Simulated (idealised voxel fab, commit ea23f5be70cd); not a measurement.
process module | voxel self aligned contacts
Shown is cross-section cut, with a width of 220 nm and square cells of size 5 nm.
When this document writes out a cross-section, it uses a grid of square cells and lists it as bands, beginning at the top and moving down, with a band standing for one or more rows of cells.
For a band, the entry starts with two heights in nm, that of the top and then that of the bottom, and carries on with the band's materials in order from left to right, each alongside its width in nm; the word "throughout" beside a single material means it fills the band edge to edge, and "air" means empty space.
It should be noted that heights are counted from 0, beneath which the wafer as supplied is of one material throughout, and that the lowest band possesses no lower boundary but continues downward, as written in "top 0, no bottom".
Per-row width for "30..40": begins at first number (top row of band), ends at second number (bottom row), increment between rows held constant.
Given "no change" for a step, no cell of the cross-section differs between before and after that step.
Closed-off voids of 8+ cells (no open route to the top) go in "Closed void register", written width x height at distance from the left edge, in nm.
On a step's line, text after the settings is the simulator commenting on that step.
"overlay nm", when on a step's line for a step with a mask, measures how far to the right of its planned place the mask lay; a negative measure means to the left.

STEPS PLANNED FOR THE PROCESS
step 1: RECEIVE with material Si
step 2: CONFORMAL_DEP with material SiO2, thk nm 5
step 3: DIRECTIONAL_DEP with material polySi, thk nm 25
step 4: DIRECTIONAL_DEP with material SiN, thk nm 15
step 5: PATTERN with tone cover, mask id GATE, material resist, width nm 35, pitch nm 70, thk nm 20, overlay nm 0
step 6: DIRECTIONAL_ETCH with etch materials SiN, depth nm 15
step 7: DIRECTIONAL_ETCH with etch materials polySi, depth nm 25
step 8: STRIP with etch materials resist
step 9: CONFORMAL_DEP with material SiN, thk nm 5
step 10: DIRECTIONAL_ETCH with etch materials SiN, depth nm 5
step 11: FILL_DEP with material SiO2, thk nm 10
step 12: CMP with height nm 50
step 13: DIRECTIONAL_DEP with material aC, thk nm 10
step 14: PATTERN with tone open, mask id CONTACT, material resist, width nm 55, pitch nm 70, thk nm 30, overlay nm 0
step 15: DIRECTIONAL_ETCH with etch materials aC, depth nm 10
step 16: STRIP with etch materials resist
step 17: DIRECTIONAL_ETCH with etch materials SiO2, depth nm 50
step 18: STRIP with etch materials aC
step 19: CONFORMAL_DEP with material TiN, thk nm 5
step 20: FILL_DEP with material Ru, thk nm 10
step 21: CMP with height nm 50
step 22: CONFORMAL_DEP with material SiCN, thk nm 5

CROSS-SECTION OF THE INCOMING WAFER, STATE AFTER STEP 1
* top 0, no bottom = Si throughout
* Closed void register: none

FIRST OF TWO WAFERS AT THE END OF THE MODULE, SHOWN IN CROSS-SECTION; RUN CARRIED OUT AS PLANNED
* top 55, bottom 50 = SiCN throughout
* top 50, bottom 45 = SiO2=45 | TiN=20 | Ru=15 | TiN=20 | SiO2=15 | TiN=20 | Ru=15 | TiN=20 | SiO2=50
* top 45, bottom 30 = SiO2=15 | SiN=45 | TiN=5 | Ru=15 | TiN=5 | SiN=45 | TiN=5 | Ru=15 | TiN=5 | SiN=45 | SiO2=20
* top 30, bottom 5 = SiO2=15 | SiN=5 | polySi=35 | SiN=5 | TiN=5 | Ru=15 | TiN=5 | SiN=5 | polySi=35 | SiN=5 | TiN=5 | Ru=15 | TiN=5 | SiN=5 | polySi=35 | SiN=5 | SiO2=20
* top 5, bottom 0 = SiO2=60 | TiN=25 | SiO2=45 | TiN=25 | SiO2=65
* top 0, no bottom = Si throughout
* Closed void register: none

CROSS-SECTION OF THE LATTER OF THE TWO WAFERS AT MODULE COMPLETION. IT HAD AN IDENTICAL START AND AN IDENTICAL PLAN TO THE FORMER; IN RUNNING IT, ONE MISTAKE WAS MADE
* top 55, bottom 50 = SiCN throughout
* top 50, bottom 45 = SiO2=45 | TiN=20 | Ru=15 | TiN=20 | SiO2=15 | TiN=20 | Ru=15 | TiN=20 | SiO2=50
* top 45, bottom 25 = SiO2=15 | SiN=5 | polySi=35 | SiN=5 | TiN=5 | Ru=15 | TiN=5 | SiN=5 | polySi=35 | SiN=5 | TiN=5 | Ru=15 | TiN=5 | SiN=5 | polySi=35 | SiN=5 | SiO2=20
* top 25, bottom 20 = SiO2=15 | SiN=5 | polySi=35 | SiN=5 | TiN=25 | SiN=5 | polySi=35 | SiN=5 | TiN=25 | SiN=5 | polySi=35 | SiN=5 | SiO2=20
* top 20, bottom 5 = SiN throughout
* top 5, bottom 0 = SiO2 throughout
* top 0, no bottom = Si throughout
* Closed void register: none
Error vs. plan: sequence error: steps 3 and 4 interchanged
The second wafer ends with more or fewer cells of some materials than the first, per final count: 24 fewer of Ru, 51 more of SiN, 11 fewer of SiO2, 16 fewer of TiN
